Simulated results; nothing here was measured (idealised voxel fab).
process module | voxel self aligned contacts
cross-section cut | 270 nm wide | cells 5 nm
A cross-section is a grid of square cells, given in bands from the top down. A band is one or more rows of cells.
Each band's line starts with the height of the band's top and of its bottom, in nm. Then come its materials from left to right, each with its width in nm. One material with "throughout" fills the band from edge to edge. "air" is empty space.
Height 0 is the level under which the wafer as received is all one material. The lowest band goes on downwards, as in "0 down".
A width such as "30 to 40" changes by the same amount from each row of cells to the next, from the band's top row to its bottom row.
"no change" after a step means that no cell of the cross-section changed.
closed voids: empty space of 8 cells or more with no open way to the top, each as width x height at its distance from the left edge, in nm
after a step's settings: what the simulator itself notes on the step
overlay nm, on a step with a mask: how far to the right of its planned place the mask lay; to the left if negative
plan
1 op RECEIVE | material Si
2 op OXIDIZE | depth nm 5
3 op DIRECTIONAL_DEP | material polySi | thk nm 30
4 op DIRECTIONAL_DEP | material SiN | thk nm 20
5 op DIRECTIONAL_DEP | material aC | thk nm 15
6 op PATTERN | tone cover | mask id GATE | material resist | width nm 25 | pitch nm 55 | thk nm 30 | overlay nm 0
7 op DIRECTIONAL_ETCH | etch materials aC | depth nm 15
8 op STRIP | etch materials resist
9 op DIRECTIONAL_ETCH | etch materials SiN | depth nm 20
10 op DIRECTIONAL_ETCH | etch materials polySi | depth nm 30
11 op STRIP | etch materials aC
12 op CONFORMAL_DEP | material SiN | thk nm 5
13 op DIRECTIONAL_ETCH | etch materials SiN | depth nm 5
14 op FILL_DEP | material SiO2 | thk nm 15
15 op CMP | height nm 60
16 op MASKED_ETCH | tone open | mask id CONTACT | width nm 40 | etch materials SiO2 | depth nm 65 | overlay nm 0
17 op CONFORMAL_DEP | material TiN | thk nm 5
18 op FILL_DEP | material W | thk nm 5
19 op CMP | height nm 60
20 op CONFORMAL_DEP | material SiCN | thk nm 5
as received, after step 1
  0 down: Si throughout
  closed voids: none
first wafer at the end, as planned
  65 to 60: SiCN throughout
  60 to 50: SiO2 115 | TiN 5 to 15 | W 30 to 10 | TiN 5 to 15 | SiO2 115
  50 to 30: SiO2 90 | SiN 35 | TiN 5 | W 10 | TiN 5 | SiN 35 | SiO2 90
  30 to 0: SiO2 90 | SiN 5 | polySi 25 | SiN 5 | TiN 5 | W 10 | TiN 5 | SiN 5 | polySi 25 | SiN 5 | SiO2 90
  0 to -5: SiO2 125 | TiN 20 | SiO2 125
  -5 down: Si throughout
  closed voids: none
second wafer at the end: like start, like plan, one mistake
  70 to 65: SiCN throughout
  65 to 60: TiN 120 | W 30 | TiN 120
  60 to 50: SiO2 115 | TiN 5 to 15 | W 30 to 10 | TiN 5 to 15 | SiO2 115
  50 to 30: SiO2 90 | SiN 35 | TiN 5 | W 10 | TiN 5 | SiN 35 | SiO2 90
  30 to 0: SiO2 90 | SiN 5 | polySi 25 | SiN 5 | TiN 5 | W 10 | TiN 5 | SiN 5 | polySi 25 | SiN 5 | SiO2 90
  0 to -5: SiO2 125 | TiN 20 | SiO2 125
  -5 down: Si throughout
  closed voids: none
what went wrong: step 19 ran as: op CMP | height nm 65
at the end the second wafer has, in cells: 48 more of TiN | 6 more of W
